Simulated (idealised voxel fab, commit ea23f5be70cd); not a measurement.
This is a process module. Its name is voxel released beams.
The width of the displayed cross-section, cut, is 210 nm; its cells are square, with a size of 5 nm.
Cross-section = grid of square cells, listed top down in bands; band = one or more rows.
The band entry comprises the height of the band's top followed by the height of its bottom, expressed in nm, and subsequently the band's materials from left to right, each stated together with its width in nm. Where a single material is marked with the word "full width", that material fills the band from edge to edge. The word "empty" represents empty space.
Counting heights begins at 0, where everything beneath is, in the wafer as received, one material. The lowest band has no bottom; it goes on downwards, as "z 0 and below" shows.
Width "30->40": first value at the band's top row of cells, second value at its bottom row, equal change from row to row.
Key: "no modifications" - step with no changed cell in the cross-section.
The entry "Enclosed cavities" lists the empty spaces that cover at least 8 cells and have no open path to the top. Each is written as width x height at distance, where the distance is measured from the left edge and all three values are in nm.
The remark found on a step's line after its settings is issued by the simulator itself and pertains to that step.
The setting "overlay nm" may be written on the line of a step. When the step uses a mask, the value reports how far to the right of the planned place the mask lay, and a negative value reports that it lay to the left.

The planned process steps are enumerated hereunder:
| 1 | RECEIVE: material Si |
| 2 | CONFORMAL_DEP: material Al2O3, thk nm 10 |
| 3 | DIRECTIONAL_DEP: material SiO2, thk nm 10 |
| 4 | PATTERN: tone open, mask id ANCHOR, material resist, width nm 35, thk nm 15, overlay nm 0 |
| 5 | DIRECTIONAL_ETCH: etch materials SiO2, depth nm 10 |
| 6 | STRIP: etch materials resist |
| 7 | CONFORMAL_DEP: material SiN, thk nm 15 |
| 8 | PATTERN: tone cover, mask id BEAM, material resist, width nm 105, thk nm 15, overlay nm 0 |
| 9 | DIRECTIONAL_ETCH: etch materials SiN, depth nm 15 |
| 10 | STRIP: etch materials resist |
| 11 | STRIP: etch materials SiO2 |

First out of two wafers; run went to plan:

Cross-section: wafer on arrival = after step 1:
  z 0 and below | Si full width
  Enclosed cavities: none

The following cross-section depicts the wafer upon completion of step 2:
  z 10 to 0 | Al2O3 full width
  Under 0: no change, same as before.

The following cross-section depicts the wafer upon completion of step 3:
  z 20 to 10 | SiO2 full width
  Under 10: no change, same as before.

The following cross-section depicts the wafer upon completion of step 4:
  z 35 to 20 | 55 of resist  35 of empty  120 of resist
  Under 20: no change, same as before.

The following cross-section depicts the wafer upon completion of step 5:
  z 35 to 20 | 55 of resist  35 of empty  120 of resist
  z 20 to 10 | 55 of SiO2  35 of empty  120 of SiO2
  Under 10: no change, same as before.

The following cross-section depicts the wafer upon completion of step 6:
  z 20 to 10 | 55 of SiO2  35 of empty  120 of SiO2
  Under 10: no change, same as before.

The following cross-section depicts the wafer upon completion of step 7:
  z 35 to 25 | 70 of SiN  5 of empty  135 of SiN
  z 25 to 20 | SiN full width
  z 20 to 10 | 55 of SiO2  35 of SiN  120 of SiO2
  Under 10: no change, same as before.

The following cross-section depicts the wafer upon completion of step 8:
  z 50 to 35 | 50 of empty  105 of resist  55 of empty
  z 35 to 25 | 70 of SiN  5 of resist  135 of SiN
  Under 25: no change, same as before.

The following cross-section depicts the wafer upon completion of step 9:
  z 50 to 35 | 50 of empty  105 of resist  55 of empty
  z 35 to 25 | 50 of empty  20 of SiN  5 of resist  80 of SiN  55 of empty
  z 25 to 20 | 50 of empty  105 of SiN  55 of empty
  Under 20: no change, same as before.

The following cross-section depicts the wafer upon completion of step 10:
  z 35 to 25 | 50 of empty  20 of SiN  5 of empty  80 of SiN  55 of empty
  Under 25: no change, same as before.

The following cross-section depicts the wafer upon completion of step 11:
  z 35 to 25 | 50 of empty  20 of SiN  5 of empty  80 of SiN  55 of empty
  z 25 to 20 | 50 of empty  105 of SiN  55 of empty
  z 20 to 10 | 55 of empty  35 of SiN  120 of empty
  Under 10: no change, same as before.

Wafer two of two - same starting point, same process plan, one mistake in execution; matches wafer one up to and including step 1:

At the planned end of step 2, the second wafer in cross-section:
  z 10 to 0 | SiN full width
  Under 0: no change, same as before.

At the planned end of step 3, the second wafer in cross-section:
  z 20 to 10 | SiO2 full width
  Under 10: no change, same as before.

At the planned end of step 4, the second wafer in cross-section:
  z 35 to 20 | 55 of resist  35 of empty  120 of resist
  Under 20: no change, same as before.

At the planned end of step 5, the second wafer in cross-section:
  z 35 to 20 | 55 of resist  35 of empty  120 of resist
  z 20 to 10 | 55 of SiO2  35 of empty  120 of SiO2
  Under 10: no change, same as before.

At the planned end of step 6, the second wafer in cross-section:
  z 20 to 10 | 55 of SiO2  35 of empty  120 of SiO2
  Under 10: no change, same as before.

At the planned end of step 7, the second wafer in cross-section:
  z 35 to 25 | 70 of SiN  5 of empty  135 of SiN
  z 25 to 20 | SiN full width
  z 20 to 10 | 55 of SiO2  35 of SiN  120 of SiO2
  Under 10: no change, same as before.

At the planned end of step 8, the second wafer in cross-section:
  z 50 to 35 | 50 of empty  105 of resist  55 of empty
  z 35 to 25 | 70 of SiN  5 of resist  135 of SiN
  Under 25: no change, same as before.

At the planned end of step 9, the second wafer in cross-section:
  z 50 to 35 | 50 of empty  105 of resist  55 of empty
  z 35 to 25 | 50 of empty  20 of SiN  5 of resist  80 of SiN  55 of empty
  z 25 to 20 | 50 of empty  105 of SiN  55 of empty
  Under 20: no change, same as before.

At the planned end of step 10, the second wafer in cross-section:
  z 35 to 25 | 50 of empty  20 of SiN  5 of empty  80 of SiN  55 of empty
  Under 25: no change, same as before.

At the planned end of step 11, the second wafer in cross-section:
  z 35 to 25 | 50 of empty  20 of SiN  5 of empty  80 of SiN  55 of empty
  z 25 to 20 | 50 of empty  105 of SiN  55 of empty
  z 20 to 10 | 55 of empty  35 of SiN  120 of empty
  Under 10: no change, same as before.
It is concluded that the wafer was processed incorrectly with respect to the plan, in that rather than as planned, step 2 actually ran as CONFORMAL_DEP: material SiN, thk nm 10
Per the end-of-run cell counts, the second wafer holds more or fewer of some materials than the first: 84 fewer of Al2O3 | 84 more of SiN
